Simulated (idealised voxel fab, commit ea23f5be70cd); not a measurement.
The process module presented herein is designated voxel fin reveal.
Section shown: cut. Width: 270 nm. Cell size: 5 nm, square.
For the purposes of this document, a cross-section shall be understood as a grid of square cells, specified as bands listed in top-to-bottom order, each band consisting of one or more rows of cells.
The entry gives the band's vertical extent as a top height and a bottom height in nm, then its horizontal make-up as materials from left to right, each with a width in nm. "blank" stands for empty space; a single material marked "all across" fills the band edge to edge.
The level at which height equals 0 is the one under which the wafer, as it arrives, is entirely one material. No lower edge exists for the bottom band, which continues downward and is notated as in "0 and below".
The two numbers in a width such as "30 to 40" mark its ends across the band: the first belongs to the top row of cells, the second to the bottom row, and from each row to the next the width moves by the same amount.
For the purposes of this document, the phrase "no modifications" attached to a step denotes that no cell within the cross-section was modified by that step.
Trapped void list: empty space of 8 cells or more with no open way to the top, each as width x height at its distance from the left edge, in nm
On a step's line, text after the settings is the simulator commenting on that step.
overlay nm: step with mask; distance mask lay right of planned place; negative value = left of planned place.

List of planned process steps
1: op RECEIVE | material Si
2: op CONFORMAL_DEP | material SiN | thk nm 10
3: op DIRECTIONAL_DEP | material aC | thk nm 15
4: op PATTERN | tone cover | mask id FINS | material resist | width nm 15 | pitch nm 35 | thk nm 35 | overlay nm 0
5: op DIRECTIONAL_ETCH | etch materials aC | depth nm 15
6: op STRIP | etch materials resist
7: op DIRECTIONAL_ETCH | etch materials SiN | depth nm 10
8: op DIRECTIONAL_ETCH | etch materials Si | depth nm 40
9: op STRIP | etch materials aC
10: op FILL_DEP | material SiO2 | thk nm 10
11: op CMP | height nm 10
12: op SELECTIVE_ETCH | etch materials SiO2 | depth nm 20
13: op STRIP | etch materials SiN

Wafer as received: cross-section following step 1
0 and below: Si all across
Trapped void list: none

Here's the cross-section of the first of our two wafers at the end of the module - it ran as planned
0 down to -10: blank 110 nm, then Si 15 nm, then blank 20 nm, then Si 15 nm, then blank 110 nm
-10 down to -40: SiO2 110 nm, then Si 15 nm, then SiO2 20 nm, then Si 15 nm, then SiO2 110 nm
-40 and below: Si all across
Trapped void list: none

This is the second of the two wafers, cross-sectioned at the end of the module; it started exactly like the first and was given the same plan, but it was run with one mistake
0 down to -10: Si 110 nm, then blank 15 nm, then Si 20 nm, then blank 15 nm, then Si 110 nm
-10 down to -40: Si 110 nm, then SiO2 15 nm, then Si 20 nm, then SiO2 15 nm, then Si 110 nm
-40 and below: Si all across
Trapped void list: none
So what did we get wrong on this run? step 4 changed vs plan, executed as op PATTERN | tone open | mask id FINS | material resist | width nm 15 | pitch nm 35 | thk nm 35 | overlay nm 0
at the end the second wafer has, in cells: 336 more of Si, 252 fewer of SiO2
